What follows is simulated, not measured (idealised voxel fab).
The document below concerns the process module designated voxel self aligned vias.
Section shown: cut. Width: 295 nm. Cell size: 5 nm, square.
Square cells in a grid make up a cross-section in this document, and the grid is given as bands, listed from the top down, each one or more rows of cells.
Heights first: top, then bottom, in nm. Then materials, left to right, each with a width in nm. "all across" on a single material: fills the band edge to edge. "empty": empty space.
The level at which height equals 0 is the one under which the wafer, as it arrives, is entirely one material. No lower edge exists for the bottom band, which continues downward and is notated as in "0 -> down".
Width spec "30->40" -> top row of cells at first value, bottom row at second value, equal per-row change in between.
No cell of the cross-section changed in a step that is given as "nothing different".
"Closed cavities" means: voids of 8 cells or more that are shut off from the top with no open way through. Written width x height at distance, distance from the left edge, in nm.
Past the settings on a step's line: simulator remark, on that step.
Steps that use a mask can have "overlay nm" on their line. It says how far the mask sat to the right of where it was meant to be. Negative means to the left.

Process steps (planned):
1. RECEIVE (material Si)
2. CONFORMAL_DEP (material SiO2; thk nm 10)
3. CONFORMAL_DEP (material SiCN; thk nm 5)
4. DIRECTIONAL_DEP (material SiO2; thk nm 20)
5. MASKED_ETCH (tone open; mask id LINES; width nm 15; pitch nm 55; etch materials SiO2; depth nm 20; overlay nm 0)
6. CONFORMAL_DEP (material TiN; thk nm 5)
7. FILL_DEP (material Ru; thk nm 5)
8. CMP (height nm 35)
9. SELECTIVE_ETCH (etch materials W Ru TiN; depth nm 5)
10. FILL_DEP (material SiN; thk nm 10)
11. CMP (height nm 35)
12. DIRECTIONAL_DEP (material SiO2; thk nm 15)
13. DIRECTIONAL_DEP (material aC; thk nm 15)
14. PATTERN (tone open; mask id VIAS; material resist; width nm 35; pitch nm 55; thk nm 35; overlay nm 0)
15. DIRECTIONAL_ETCH (etch materials aC; depth nm 15)
16. STRIP (etch materials resist)
17. DIRECTIONAL_ETCH (etch materials SiO2; depth nm 15)
18. DIRECTIONAL_ETCH (etch materials SiN; depth nm 5)
19. STRIP (etch materials aC)
20. CONFORMAL_DEP (material TiN; thk nm 5)
21. FILL_DEP (material Ru; thk nm 10)
22. CMP (height nm 50)
23. CONFORMAL_DEP (material SiN; thk nm 5)
Across this set of wafers, the varied parameter is the width nm of step 5. Starting conditions are identical for every wafer, and the plan reports the value assigned to the first wafer.

Received wafers, first of several: cross-section after step 1:
- 0 -> down = Si all across
- Closed cavities: none

End of the module, past its last step, step 23: how the first of several wafers looks in cross-section:
- 55 -> 50 = SiN all across
- 50 -> 40 = SiO2 (100)  TiN (5)  Ru (25)  TiN (5)  SiO2 (20)  TiN (5)  Ru (25)  TiN (5)  SiO2 (105)
- 40 -> 35 = SiO2 (100)  TiN (15)  Ru (5)  TiN (15)  SiO2 (20)  TiN (15)  Ru (5)  TiN (15)  SiO2 (105)
- 35 -> 30 = SiO2 (110)  TiN (15)  SiO2 (40)  TiN (15)  SiO2 (115)
- 30 -> 20 = SiO2 (110)  TiN (5)  Ru (5)  TiN (5)  SiO2 (40)  TiN (5)  Ru (5)  TiN (5)  SiO2 (115)
- 20 -> 15 = SiO2 (110)  TiN (15)  SiO2 (40)  TiN (15)  SiO2 (115)
- 15 -> 10 = SiCN all across
- 10 -> 0 = SiO2 all across
- 0 -> down = Si all across
- Closed cavities: none

Of the several wafers, the last: cross-section at the end of the module:
- 55 -> 50 = SiN all across
- 50 -> 35 = SiO2 (100)  TiN (5)  Ru (25)  TiN (5)  SiO2 (20)  TiN (5)  Ru (25)  TiN (5)  SiO2 (105)
- 35 -> 30 = SiO2 (100)  TiN (35)  SiN (5)  SiO2 (15)  TiN (35)  SiN (5)  SiO2 (100)
- 30 -> 20 = SiO2 (100)  TiN (5)  Ru (30)  TiN (5)  SiO2 (15)  TiN (5)  Ru (30)  TiN (5)  SiO2 (100)
- 20 -> 15 = SiO2 (100)  TiN (40)  SiO2 (15)  TiN (40)  SiO2 (100)
- 15 -> 10 = SiCN all across
- 10 -> 0 = SiO2 all across
- 0 -> down = Si all across
- Closed cavities: none

Each row below is a wafer at the end of the module, listing for every material the number of cells it has gained (+) or lost (-) since it was received, followed by its closed voids:
width nm 15 | +26 Ru | +59 SiCN | +59 SiN | +465 SiO2 | +40 TiN | Closed cavities: none
width nm 20 | +32 Ru | +59 SiCN | +59 SiN | +457 SiO2 | +42 TiN | Closed cavities: none
width nm 25 | +38 Ru | +59 SiCN | +59 SiN | +449 SiO2 | +44 TiN | Closed cavities: none
width nm 30 | +44 Ru | +59 SiCN | +59 SiN | +441 SiO2 | +46 TiN | Closed cavities: none
width nm 35 | +50 Ru | +59 SiCN | +59 SiN | +433 SiO2 | +48 TiN | Closed cavities: none
width nm 40 | +54 Ru | +59 SiCN | +61 SiN | +425 SiO2 | +50 TiN | Closed cavities: none
